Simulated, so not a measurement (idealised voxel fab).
Module name: voxel local oxidation (process module)
Cross-section cut: width 215 nm, square cells of 5 nm.
Think of the cross-section as a grid of square cells. We describe it in bands, top to bottom, and each band covers one or more rows of those cells.
Quick guide to a band line: top height, bottom height (nm) up front; then every material left to right with its width in nm. Only one material and it's marked "edge to edge"? Then it fills the band edge to edge. And "air" just means empty space.
It should be noted that heights are counted from 0, beneath which the wafer as supplied is of one material throughout, and that the lowest band possesses no lower boundary but continues downward, as written in "0 -> down".
The width entry "30..40" should be interpreted row by row: the top row of cells in the band takes the first number, the bottom row takes the second number, and the change between adjacent rows is uniform throughout.
Where the words "all unchanged" appear for a step, the cross-section shows no cell changed by that step; every cell remained as before.
The list in "Closed void entries" covers empty spaces of 8 cells or more that cannot reach the top through any open way, and it gives each as width x height at distance; the distance is from the left edge, and width, height and distance are in nm.
On each step's line, the part that comes after the settings is the simulator's own comment on the step.
overlay nm: on a step with a mask, how far right of its planned place the mask lay; negative means left.

These are the steps we planned for the process
1 RECEIVE, material Si
2 CONFORMAL_DEP, material SiO2, thk nm 5
3 CONFORMAL_DEP, material SiN, thk nm 10
4 MASKED_ETCH, tone cover, mask id ACTIVE, width nm 90, etch materials SiN, depth nm 10, overlay nm 0
5 SELECTIVE_ETCH, etch materials SiO2, depth nm 5
6 OXIDIZE, depth nm 10
7 STRIP, etch materials SiN

Received-state cross-section, reflecting completion of step 1
- 0 -> down = Si edge to edge
- Closed void entries: none

Starting structure and process plan are as shown above, but one mistake was made in running the module; the wafer cross-section at the end of the module follows
- 5 -> 0 = 65 air | 80 SiO2 | 70 air
- 0 -> -5 = 70 SiO2 | 70 Si | 75 SiO2
- -5 -> down = Si edge to edge
- Closed void entries: none
The plan and the run diverged here: step 6, actual vs plan mismatch, actual run OXIDIZE, depth nm 5
